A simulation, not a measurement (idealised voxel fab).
This section sets out a process module, namely voxel transistor to metal.
Xsec cut, 160 nm wide, square cell size 5 nm.
Notation: cross-section as square-cell grid; stated in bands, top first, going down; one or more cell rows per band. Within each band entry, the heights of the top and of the bottom of the band appear first, in that order and in nm; the materials of the band then follow from left to right, each with its corresponding width in nm. The designation "full width" on a single material indicates that it fills the band from edge to edge; the designation "air" indicates empty space. We count height from 0. Below that, the starting wafer is all one material. The lowest band never ends at the bottom but goes on down; see "0..down" for how that is written. You'd read "30 to 40" like this: the band's top row of cells is as wide as the first number, its bottom row is as wide as the second, and going down, every row changes width by the same amount as the row before did. "nothing changed" means the step left every cell of the cross-section as it was. Basically, "Enclosed cavity list" tells you about the enclosed voids: empty spaces with no open way to the top, 8 cells or bigger, each written width x height at distance, where distance is from the left edge, all in nm. The remark found on a step's line after its settings is issued by the simulator itself and pertains to that step. When a step includes a mask, the "overlay nm" setting on its line states how far to the right of its planned place that mask lay, and negative values state how far to the left.
## The steps planned for the process are as follows
1 RECEIVE [material Si]
2 OXIDIZE [depth nm 5]
3 CONFORMAL_DEP [material SiN] [thk nm 15]
4 PATTERN [tone cover] [mask id ACTIVE] [material resist] [width nm 120] [thk nm 15] [overlay nm 0]
5 DIRECTIONAL_ETCH [etch materials SiN] [depth nm 15]
6 DIRECTIONAL_ETCH [etch materials SiO2] [depth nm 5]
7 DIRECTIONAL_ETCH [etch materials Si] [depth nm 35]
8 STRIP [etch materials resist]
9 OXIDIZE [depth nm 5]
10 FILL_DEP [material SiO2] [thk nm 5]
11 CMP [height nm 15]
12 SELECTIVE_ETCH [etch materials SiO2] [depth nm 5]
13 STRIP [etch materials SiN]
14 SELECTIVE_ETCH [etch materials SiO2] [depth nm 5]
15 OXIDIZE [depth nm 5]
16 DIRECTIONAL_DEP [material polySi] [thk nm 20]
17 DIRECTIONAL_DEP [material SiCN] [thk nm 10]
18 MASKED_ETCH [tone cover] [mask id GATE] [width nm 30] [etch materials SiCN] [depth nm 20] [overlay nm 0]
19 MASKED_ETCH [tone cover] [mask id GATE] [width nm 30] [etch materials polySi] [depth nm 30] [overlay nm 0]
20 CONFORMAL_DEP [material SiO2] [thk nm 5]
21 DIRECTIONAL_ETCH [etch materials SiO2] [depth nm 5]
22 CONFORMAL_DEP [material SiN] [thk nm 5]
23 DIRECTIONAL_ETCH [etch materials SiN] [depth nm 5]
24 DIRECTIONAL_ETCH [etch materials SiO2] [depth nm 5]
25 DIRECTIONAL_ETCH [etch materials Si] [depth nm 15]
26 EPI [material SiGe] [thk nm 20]
27 FILL_DEP [material SiO2] [thk nm 10]
28 CMP [height nm 15]
29 STRIP [etch materials polySi]
30 SELECTIVE_ETCH [etch materials SiO2] [depth nm 5]
31 CONFORMAL_DEP [material HfO2] [thk nm 5]
32 CONFORMAL_DEP [material TiN] [thk nm 5]
33 FILL_DEP [material W] [thk nm 10]
34 CMP [height nm 10]
35 DIRECTIONAL_DEP [material SiO2] [thk nm 10]
36 PATTERN [tone open] [mask id CONTACT] [material resist] [width nm 20] [pitch nm 90] [thk nm 15] [overlay nm 0]
37 DIRECTIONAL_ETCH [etch materials SiO2] [depth nm 25]
38 STRIP [etch materials resist]
39 CONFORMAL_DEP [material TiN] [thk nm 5]
40 FILL_DEP [material W] [thk nm 5]
41 CMP [height nm 20]
42 DIRECTIONAL_DEP [material TiN] [thk nm 5]
43 DIRECTIONAL_DEP [material W] [thk nm 20]
44 PATTERN [tone cover] [mask id METAL_1] [material resist] [width nm 20] [pitch nm 90] [thk nm 20] [overlay nm -10]
45 DIRECTIONAL_ETCH [etch materials W] [depth nm 20]
46 DIRECTIONAL_ETCH [etch materials TiN] [depth nm 5]
47 STRIP [etch materials resist]
48 CONFORMAL_DEP [material SiN] [thk nm 5]
49 FILL_DEP [material SiO2] [thk nm 10]
50 CMP [height nm 45]
51 CONFORMAL_DEP [material SiCN] [thk nm 5]
52 DIRECTIONAL_DEP [material SiO2] [thk nm 35]
53 PATTERN [tone open] [mask id METAL_2_HOLES] [material resist] [width nm 15] [pitch nm 90] [thk nm 20] [overlay nm 0]
54 DIRECTIONAL_ETCH [etch materials SiO2] [depth nm 35]
55 STRIP [etch materials resist]
56 PATTERN [tone open] [mask id METAL_2] [material resist] [width nm 20] [pitch nm 90] [thk nm 15] [overlay nm 0]
57 DIRECTIONAL_ETCH [etch materials SiO2] [depth nm 20]
58 DIRECTIONAL_ETCH [etch materials SiCN] [depth nm 5]
59 STRIP [etch materials resist]
60 CONFORMAL_DEP [material TiN] [thk nm 5]
61 FILL_DEP [material Cu] [thk nm 10]
62 CMP [height nm 85]
63 CONFORMAL_DEP [material SiCN] [thk nm 5]
For clarity, it should be stated that the wafers under discussion commence in an identical condition and differ with respect to the overlay nm of step 44, the plan indicating the value that the first wafer had.
## Cross-section, first of several wafers, as delivered after step 1
> 0..down = Si full width
> Enclosed cavity list: none
## The rows of the table below are wafers. Looking at the end of the module, a row counts, for every material, the cells the wafer has gained, shown as (+), or lost, shown as (-), since it was received; its closed voids come next
overlay nm -10; +20 Cu; +14 HfO2; -170 Si; +58 SiCN; +72 SiGe; +50 SiN; +410 SiO2; +78 TiN; +44 W; Enclosed cavity list: none
overlay nm -5; +20 Cu; +14 HfO2; -170 Si; +58 SiCN; +72 SiGe; +50 SiN; +410 SiO2; +78 TiN; +44 W; Enclosed cavity list: none
overlay nm 0; +20 Cu; +14 HfO2; -170 Si; +58 SiCN; +72 SiGe; +50 SiN; +410 SiO2; +78 TiN; +44 W; Enclosed cavity list: none
overlay nm 5; +20 Cu; +14 HfO2; -170 Si; +58 SiCN; +72 SiGe; +50 SiN; +410 SiO2; +78 TiN; +44 W; Enclosed cavity list: none
overlay nm 10; +20 Cu; +14 HfO2; -170 Si; +58 SiCN; +72 SiGe; +50 SiN; +410 SiO2; +78 TiN; +44 W; Enclosed cavity list: none
